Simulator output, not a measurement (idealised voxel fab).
Process module under the name voxel self aligned vias
FYI the section here is cut, 230 nm wide, cells are 5 nm squares.
Notation: cross-section as square-cell grid; stated in bands, top first, going down; one or more cell rows per band. Each band's line starts with the height of the band's top and of its bottom, in nm. Then come its materials from left to right, each with its width in nm. One material with "edge to edge" fills the band from edge to edge. "blank" is empty space. Beneath 0, the wafer as received is one material, and that level is where height counting begins. The lowest band goes on downward without a bottom; it is written like "0 -> down". Graded width ("30->40"): value in top row of band = first number; value in bottom row = second number; row-to-row change constant. When a step is marked "changes: none", none of the cells in the cross-section changed during that step. The entry "Closed void listing" lists the empty spaces that cover at least 8 cells and have no open path to the top. Each is written as width x height at distance, where the distance is measured from the left edge and all three values are in nm. Past the settings on a step's line: simulator remark, on that step. The "overlay nm" setting may appear on a step's line; for a step that uses a mask, it gives how far to the right of its planned position the mask lay, and a negative value indicates the left.

The steps planned for the process are as follows:
| 1 | RECEIVE [material Si] |
| 2 | CONFORMAL_DEP [material SiO2] [thk nm 10] |
| 3 | CONFORMAL_DEP [material SiCN] [thk nm 5] |
| 4 | DIRECTIONAL_DEP [material SiO2] [thk nm 30] |
| 5 | DIRECTIONAL_DEP [material aC] [thk nm 10] |
| 6 | PATTERN [tone open] [mask id LINES] [material resist] [width nm 20] [pitch nm 55] [thk nm 30] [overlay nm 0] |
| 7 | DIRECTIONAL_ETCH [etch materials aC] [depth nm 10] |
| 8 | STRIP [etch materials resist] |
| 9 | DIRECTIONAL_ETCH [etch materials SiO2] [depth nm 30] |
| 10 | STRIP [etch materials aC] |
| 11 | CONFORMAL_DEP [material TiN] [thk nm 5] |
| 12 | FILL_DEP [material Ru] [thk nm 5] |
| 13 | CMP [height nm 45] |
| 14 | SELECTIVE_ETCH [etch materials W Ru TiN] [depth nm 10] |
| 15 | FILL_DEP [material SiN] [thk nm 10] |
| 16 | CMP [height nm 45] |
| 17 | DIRECTIONAL_DEP [material SiO2] [thk nm 20] |
| 18 | PATTERN [tone open] [mask id VIAS] [material resist] [width nm 40] [pitch nm 110] [thk nm 20] [overlay nm 0] |
| 19 | DIRECTIONAL_ETCH [etch materials SiO2] [depth nm 20] |
| 20 | DIRECTIONAL_ETCH [etch materials SiN] [depth nm 10] |
| 21 | STRIP [etch materials resist] |
| 22 | CONFORMAL_DEP [material TiN] [thk nm 5] |
| 23 | FILL_DEP [material Cu] [thk nm 10] |
| 24 | CMP [height nm 65] |
| 25 | CONFORMAL_DEP [material SiN] [thk nm 5] |

Wafer at receipt (post step 1), cross-section:
> 0 -> down | Si edge to edge
> Closed void listing: none

Wafer at module end, in section. Began as above, planned as above, run with one mistake:
> 70 -> 65 | SiN edge to edge
> 65 -> 45 | SiO2 40 nm  TiN 5 nm  Cu 30 nm  TiN 5 nm  SiO2 70 nm  TiN 5 nm  Cu 30 nm  TiN 5 nm  SiO2 40 nm
> 45 -> 40 | SiO2 40 nm  TiN 5 nm  Cu 30 nm  TiN 5 nm  SiO2 25 nm  SiN 20 nm  SiO2 25 nm  TiN 5 nm  Cu 30 nm  TiN 5 nm  SiO2 40 nm
> 40 -> 35 | SiO2 40 nm  TiN 40 nm  SiO2 25 nm  SiN 20 nm  SiO2 25 nm  TiN 40 nm  SiO2 40 nm
> 35 -> 25 | SiO2 40 nm  TiN 15 nm  Ru 10 nm  TiN 15 nm  SiO2 25 nm  TiN 5 nm  Ru 10 nm  TiN 5 nm  SiO2 25 nm  TiN 15 nm  Ru 10 nm  TiN 15 nm  SiO2 40 nm
> 25 -> 20 | SiO2 50 nm  TiN 5 nm  Ru 10 nm  TiN 5 nm  SiO2 35 nm  TiN 5 nm  Ru 10 nm  TiN 5 nm  SiO2 35 nm  TiN 5 nm  Ru 10 nm  TiN 5 nm  SiO2 50 nm
> 20 -> 15 | SiO2 50 nm  TiN 20 nm  SiO2 35 nm  TiN 20 nm  SiO2 35 nm  TiN 20 nm  SiO2 50 nm
> 15 -> 10 | SiCN edge to edge
> 10 -> 0 | SiO2 edge to edge
> 0 -> down | Si edge to edge
> Closed void listing: none
Processing error: the plan's step 19 ran twice
